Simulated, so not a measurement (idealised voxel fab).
process module | voxel local oxidation
cross-section cut | 255 nm wide | cells 5 nm
A cross-section is a grid of square cells, given in bands from the top down. A band is one or more rows of cells.
Each band's line starts with the height of the band's top and of its bottom, in nm. Then come its materials from left to right, each with its width in nm. One material with "throughout" fills the band from edge to edge. "air" is empty space.
Height 0 is the level under which the wafer as received is all one material. The lowest band goes on downwards, as in "0 down".
A width such as "30 to 40" changes by the same amount from each row of cells to the next, from the band's top row to its bottom row.
"no change" after a step means that no cell of the cross-section changed.
closed voids: empty space of 8 cells or more with no open way to the top, each as width x height at its distance from the left edge, in nm
after a step's settings: what the simulator itself notes on the step
overlay nm, on a step with a mask: how far to the right of its planned place the mask lay; to the left if negative
plan
1 op RECEIVE | material Si
2 op CONFORMAL_DEP | material SiO2 | thk nm 5
3 op CONFORMAL_DEP | material SiN | thk nm 15
4 op PATTERN | tone cover | mask id ACTIVE | material resist | width nm 95 | thk nm 15 | overlay nm 0
5 op DIRECTIONAL_ETCH | etch materials SiN | depth nm 15
6 op STRIP | etch materials resist
7 op SELECTIVE_ETCH | etch materials SiO2 | depth nm 5
8 op OXIDIZE | depth nm 10
9 op STRIP | etch materials SiN
varied across the wafers: width nm of step 4. The plan shows the first wafer's value. All wafers start alike
first wafer as received, after step 1
  0 down: Si throughout
  closed voids: none
first wafer at the end, after step 9
  5 to 0: air 85 | SiO2 85 | air 85
  0 to -10: SiO2 95 | Si 65 | SiO2 95
  -10 down: Si throughout
  closed voids: none
last wafer at the end
  5 to 0: air 75 | SiO2 110 | air 70
  0 to -10: SiO2 85 | Si 90 | SiO2 80
  -10 down: Si throughout
  closed voids: none
each wafer at the end: cells of each material gained (+) or lost (-) since it was received, then its closed voids
width nm 95 | -76 Si | +93 SiO2 | closed voids: none
width nm 100 | -74 Si | +92 SiO2 | closed voids: none
width nm 105 | -72 Si | +91 SiO2 | closed voids: none
width nm 110 | -70 Si | +90 SiO2 | closed voids: none
width nm 115 | -68 Si | +89 SiO2 | closed voids: none
width nm 120 | -66 Si | +88 SiO2 | closed voids: none
